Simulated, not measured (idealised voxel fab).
A process module follows: voxel self aligned contacts.
Section cut is 185 nm wide and gridded with 5 nm square cells.
Square cells in a grid make up a cross-section in this document, and the grid is given as bands, listed from the top down, each one or more rows of cells. This entry defines a band. It first specifies the height of the band's top and the height of its bottom in nm, and then specifies the band's materials from left to right, stating each material with its width in nm. The word "everywhere" identifies a single material that fills the band from edge to edge, while the word "empty" identifies empty space. Beneath 0, the wafer as received is one material, and that level is where height counting begins. The lowest band goes on downward without a bottom; it is written like "top 0, no bottom". The expression "30 to 40" gives the width at the extremes of the band, the first number at its top row of cells and the second at its bottom row, with the width changing by equal amounts from each row to the next in between. Given "everything unchanged" for a step, no cell of the cross-section differs between before and after that step. Heads up: "Completely sealed voids" only lists the empty pockets with no open path to the top that are 8 cells or more, and it writes them as width x height at distance, distance from the left edge, in nm. The remark found on a step's line after its settings is issued by the simulator itself and pertains to that step. The optional step-line setting "overlay nm" applies to steps with a mask and quantifies how far to the right of its planned location the mask lay, a negative value indicating leftward placement.
## So here's the lineup of process steps we planned
1. RECEIVE with material Si
2. CONFORMAL_DEP with material SiO2, thk nm 5
3. DIRECTIONAL_DEP with material polySi, thk nm 30
4. DIRECTIONAL_DEP with material SiN, thk nm 20
5. MASKED_ETCH with tone cover, mask id GATE, width nm 25, pitch nm 60, etch materials SiN, depth nm 20, overlay nm 0
6. MASKED_ETCH with tone cover, mask id GATE, width nm 25, pitch nm 60, etch materials polySi, depth nm 30, overlay nm 0
7. CONFORMAL_DEP with material SiN, thk nm 10
8. DIRECTIONAL_ETCH with etch materials SiN, depth nm 10
9. FILL_DEP with material SiO2, thk nm 10
10. CMP with height nm 60
11. DIRECTIONAL_DEP with material aC, thk nm 10
12. PATTERN with tone open, mask id CONTACT, material resist, width nm 45, thk nm 25, overlay nm 0
13. DIRECTIONAL_ETCH with etch materials aC, depth nm 10
14. STRIP with etch materials resist
15. DIRECTIONAL_ETCH with etch materials SiO2, depth nm 60
16. STRIP with etch materials aC
17. CONFORMAL_DEP with material TiN, thk nm 5
18. FILL_DEP with material Ru, thk nm 10
19. CMP with height nm 60
20. CONFORMAL_DEP with material SiCN, thk nm 5
## So, the first of our two wafers, run just as we planned it
## So this is the incoming wafer in cross-section - it's already been through step 1
  top 0, no bottom  Si everywhere
  Completely sealed voids: none
## Wafer section view after processing step 2
  top 5, bottom 0  SiO2 everywhere
  below 0: unchanged
## Wafer section view after processing step 3
  top 35, bottom 5  polySi everywhere
  below 5: unchanged
## Wafer section view after processing step 4
  top 55, bottom 35  SiN everywhere
  below 35: unchanged
## Wafer section view after processing step 5
  top 55, bottom 35  50 empty; 25 SiN; 35 empty; 25 SiN; 50 empty
  below 35: unchanged
## Wafer section view after processing step 6
  top 55, bottom 35  50 empty; 25 SiN; 35 empty; 25 SiN; 50 empty
  top 35, bottom 5  50 empty; 25 polySi; 35 empty; 25 polySi; 50 empty
  below 5: unchanged
## Wafer section view after processing step 7
  top 65, bottom 35  40 empty; 45 SiN; 15 empty; 45 SiN; 40 empty
  top 35, bottom 15  40 empty; 10 SiN; 25 polySi; 10 SiN; 15 empty; 10 SiN; 25 polySi; 10 SiN; 40 empty
  top 15, bottom 5  50 SiN; 25 polySi; 35 SiN; 25 polySi; 50 SiN
  below 5: unchanged
## Wafer section view after processing step 8
  top 55, bottom 35  40 empty; 45 SiN; 15 empty; 45 SiN; 40 empty
  top 35, bottom 5  40 empty; 10 SiN; 25 polySi; 10 SiN; 15 empty; 10 SiN; 25 polySi; 10 SiN; 40 empty
  below 5: unchanged
## Wafer section view after processing step 9
  top 65, bottom 55  SiO2 everywhere
  top 55, bottom 35  40 SiO2; 45 SiN; 15 SiO2; 45 SiN; 40 SiO2
  top 35, bottom 5  40 SiO2; 10 SiN; 25 polySi; 10 SiN; 15 SiO2; 10 SiN; 25 polySi; 10 SiN; 40 SiO2
  below 5: unchanged
## Wafer section view after processing step 10
  top 60, bottom 55  SiO2 everywhere
  below 55: unchanged
## Wafer section view after processing step 11
  top 70, bottom 60  aC everywhere
  below 60: unchanged
## Wafer section view after processing step 12
  top 95, bottom 70  70 resist; 45 empty; 70 resist
  below 70: unchanged
## Wafer section view after processing step 13
  top 85, bottom 70  70 resist; 45 empty; 70 resist
  top 70, bottom 60  70 aC; 45 empty; 70 aC
  below 60: unchanged
## Wafer section view after processing step 14
  top 70, bottom 60  70 aC; 45 empty; 70 aC
  below 60: unchanged
## Wafer section view after processing step 15
  top 70, bottom 60  70 aC; 45 empty; 70 aC
  top 60, bottom 55  70 SiO2; 45 empty; 70 SiO2
  top 55, bottom 35  40 SiO2; 45 SiN; 15 empty; 45 SiN; 40 SiO2
  top 35, bottom 5  40 SiO2; 10 SiN; 25 polySi; 10 SiN; 15 empty; 10 SiN; 25 polySi; 10 SiN; 40 SiO2
  top 5, bottom 0  85 SiO2; 15 empty; 85 SiO2
  below 0: unchanged
## Wafer section view after processing step 16
  top 60, bottom 55  70 SiO2; 45 empty; 70 SiO2
  below 55: unchanged
## Wafer section view after processing step 17
  top 65, bottom 60  75 TiN; 35 empty; 75 TiN
  top 60, bottom 55  70 SiO2; 20 TiN; 5 empty; 20 TiN; 70 SiO2
  top 55, bottom 35  40 SiO2; 45 SiN; 5 TiN; 5 empty; 5 TiN; 45 SiN; 40 SiO2
  top 35, bottom 5  40 SiO2; 10 SiN; 25 polySi; 10 SiN; 5 TiN; 5 empty; 5 TiN; 10 SiN; 25 polySi; 10 SiN; 40 SiO2
  top 5, bottom 0  85 SiO2; 15 TiN; 85 SiO2
  below 0: unchanged
## Wafer section view after processing step 18
  top 75, bottom 65  Ru everywhere
  top 65, bottom 60  75 TiN; 35 Ru; 75 TiN
  top 60, bottom 55  70 SiO2; 20 TiN; 5 Ru; 20 TiN; 70 SiO2
  top 55, bottom 35  40 SiO2; 45 SiN; 5 TiN; 5 Ru; 5 TiN; 45 SiN; 40 SiO2
  top 35, bottom 5  40 SiO2; 10 SiN; 25 polySi; 10 SiN; 5 TiN; 5 Ru; 5 TiN; 10 SiN; 25 polySi; 10 SiN; 40 SiO2
  below 5: unchanged
## Wafer section view after processing step 19
  top 60, bottom 55  70 SiO2; 20 TiN; 5 Ru; 20 TiN; 70 SiO2
  below 55: unchanged
## Wafer section view after processing step 20
  top 65, bottom 60  SiCN everywhere
  below 60: unchanged
## Notes, second wafer: start = first wafer's, plan = first wafer's, execution had one mistake; history identical to first through step 4
## Planned end of step 5: second wafer, cross-section
  top 55, bottom 35  50 SiN; 25 empty; 35 SiN; 25 empty; 50 SiN
  below 35: unchanged
Planned end of step 6: second wafer, cross-section: everything unchanged
## Planned end of step 7: second wafer, cross-section
  top 65, bottom 45  60 SiN; 5 empty; 55 SiN; 5 empty; 60 SiN
  top 45, bottom 35  SiN everywhere
  below 35: unchanged
## Planned end of step 8: second wafer, cross-section
  top 55, bottom 35  60 SiN; 5 empty; 55 SiN; 5 empty; 60 SiN
  below 35: unchanged
## Planned end of step 9: second wafer, cross-section
  top 65, bottom 55  SiO2 everywhere
  top 55, bottom 35  60 SiN; 5 SiO2; 55 SiN; 5 SiO2; 60 SiN
  below 35: unchanged
## Planned end of step 10: second wafer, cross-section
  top 60, bottom 55  SiO2 everywhere
  below 55: unchanged
## Planned end of step 11: second wafer, cross-section
  top 70, bottom 60  aC everywhere
  below 60: unchanged
## Planned end of step 12: second wafer, cross-section
  top 95, bottom 70  70 resist; 45 empty; 70 resist
  below 70: unchanged
## Planned end of step 13: second wafer, cross-section
  top 85, bottom 70  70 resist; 45 empty; 70 resist
  top 70, bottom 60  70 aC; 45 empty; 70 aC
  below 60: unchanged
## Planned end of step 14: second wafer, cross-section
  top 70, bottom 60  70 aC; 45 empty; 70 aC
  below 60: unchanged
## Planned end of step 15: second wafer, cross-section
  top 70, bottom 60  70 aC; 45 empty; 70 aC
  top 60, bottom 55  70 SiO2; 45 empty; 70 SiO2
  below 55: unchanged
## Planned end of step 16: second wafer, cross-section
  top 60, bottom 55  70 SiO2; 45 empty; 70 SiO2
  below 55: unchanged
## Planned end of step 17: second wafer, cross-section
  top 65, bottom 60  75 TiN; 35 empty; 75 TiN
  top 60, bottom 55  70 SiO2; 45 TiN; 70 SiO2
  below 55: unchanged
## Planned end of step 18: second wafer, cross-section
  top 75, bottom 65  Ru everywhere
  top 65, bottom 60  75 TiN; 35 Ru; 75 TiN
  below 60: unchanged
## Planned end of step 19: second wafer, cross-section
  top 60, bottom 55  70 SiO2; 45 TiN; 70 SiO2
  below 55: unchanged
## Planned end of step 20: second wafer, cross-section
  top 65, bottom 60  SiCN everywhere
  below 60: unchanged
Processing error: step 5 did not use the planned setting and instead ran as MASKED_ETCH with tone open, mask id GATE, width nm 25, pitch nm 60, etch materials SiN, depth nm 20, overlay nm 0
Final comparison by cell count, materials where the second wafer has more or fewer than the first: 11 fewer of Ru | 20 more of SiN | 149 fewer of SiO2 | 22 fewer of TiN | 162 more of polySi
